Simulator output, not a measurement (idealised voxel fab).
Process module, titled voxel gate over fins
Cross-sectional view cut (width: 255 nm; square cell size: 5 nm).
Cross-sections here: square-cell grids, written as top-down lists of bands, a band being one or more rows of cells. Within each band entry, the heights of the top and of the bottom of the band appear first, in that order and in nm; the materials of the band then follow from left to right, each with its corresponding width in nm. The designation "full width" on a single material indicates that it fills the band from edge to edge; the designation "empty" indicates empty space. A quick word on heights: they are counted from 0, and under that level the wafer as it came to us is one material throughout. The lowest band is different from the rest in having no bottom; it simply continues downward, written as in "0 and below". Width: "30 to 40" (first number = top row, second number = bottom row, same change from row to row of cells). Where the words "remained unchanged" appear for a step, the cross-section shows no cell changed by that step; every cell remained as before. "Closed-off voids" enumerates empty spaces isolated from the top, with no open way to it, that contain at least 8 cells, giving each as width x height at distance from the left edge, all three in nm. after a step's settings: what the simulator itself notes on the step. A step line may carry the setting "overlay nm", which, for steps involving a mask, states the distance by which the mask lay to the right of its intended position; negative values denote displacement to the left.
**Intended process steps**
| 1 | op RECEIVE | material Si |
| 2 | op CONFORMAL_DEP | material SiN | thk nm 10 |
| 3 | op MASKED_ETCH | tone cover | mask id FINS | width nm 15 | pitch nm 45 | etch materials SiN | depth nm 10 | overlay nm 0 |
| 4 | op MASKED_ETCH | tone cover | mask id FINS | width nm 15 | pitch nm 45 | etch materials Si | depth nm 30 | overlay nm 0 |
| 5 | op OXIDIZE | depth nm 5 |
| 6 | op FILL_DEP | material SiO2 | thk nm 10 |
| 7 | op CMP | height nm 10 |
| 8 | op SELECTIVE_ETCH | etch materials SiO2 | depth nm 25 |
| 9 | op STRIP | etch materials SiN |
| 10 | op CONFORMAL_DEP | material HfO2 | thk nm 5 |
| 11 | op CONFORMAL_DEP | material TiN | thk nm 5 |
| 12 | op FILL_DEP | material W | thk nm 15 |
| 13 | op CMP | height nm 20 |
| 14 | op CONFORMAL_DEP | material SiN | thk nm 10 |
**Step 1 complete: cross-section of the wafer as received**
* 0 and below: Si full width
* Closed-off voids: none
**First wafer of two, sectioned at end of module; run went per plan**
* 30 down to 20: SiN full width
* 20 down to 10: W full width
* 10 down to 5: W (90)  TiN (25)  W (20)  TiN (25)  W (95)
* 5 down to 0: W (90)  TiN (5)  HfO2 (15)  TiN (5)  W (20)  TiN (5)  HfO2 (15)  TiN (5)  W (95)
* 0 down to -5: W (90)  TiN (5)  HfO2 (5)  Si (5)  HfO2 (5)  TiN (5)  W (20)  TiN (5)  HfO2 (5)  Si (5)  HfO2 (5)  TiN (5)  W (95)
* -5 down to -10: TiN (95)  HfO2 (5)  Si (5)  HfO2 (5)  TiN (30)  HfO2 (5)  Si (5)  HfO2 (5)  TiN (100)
* -10 down to -15: HfO2 (100)  Si (5)  HfO2 (40)  Si (5)  HfO2 (105)
* -15 down to -35: SiO2 (100)  Si (5)  SiO2 (40)  Si (5)  SiO2 (105)
* -35 and below: Si full width
* Closed-off voids: none
**Same start, same plan as the first wafer - but one mistake in the run. Cross-section of the second of the two at the end of the module**
* 30 down to 20: SiN full width
* 20 down to 10: W full width
* 10 down to 5: W (90)  TiN (25)  W (20)  TiN (25)  W (95)
* 5 down to 0: W (85)  TiN (10)  HfO2 (15)  TiN (5)  W (15)  TiN (10)  HfO2 (15)  TiN (5)  W (95)
* 0 down to -5: W (85)  TiN (5)  HfO2 (10)  Si (5)  HfO2 (5)  TiN (5)  W (15)  TiN (5)  HfO2 (10)  Si (5)  HfO2 (5)  TiN (5)  W (95)
* -5 down to -10: TiN (90)  HfO2 (5)  Si (10)  HfO2 (5)  TiN (25)  HfO2 (5)  Si (10)  HfO2 (5)  TiN (100)
* -10 down to -15: HfO2 (95)  Si (10)  HfO2 (35)  Si (10)  HfO2 (105)
* -15 down to -35: SiO2 (95)  Si (10)  SiO2 (35)  Si (10)  SiO2 (105)
* -35 and below: Si full width
* Closed-off voids: none
Heads up, the wafer didn't run the way we planned it: in deviation from the planned setting, step 4 was conducted as op MASKED_ETCH | tone cover | mask id FINS | width nm 15 | pitch nm 45 | etch materials Si | depth nm 30 | overlay nm -5
End of process, cell counts, second wafer against first, materials with more or fewer: Si +12; SiO2 -8; W -4
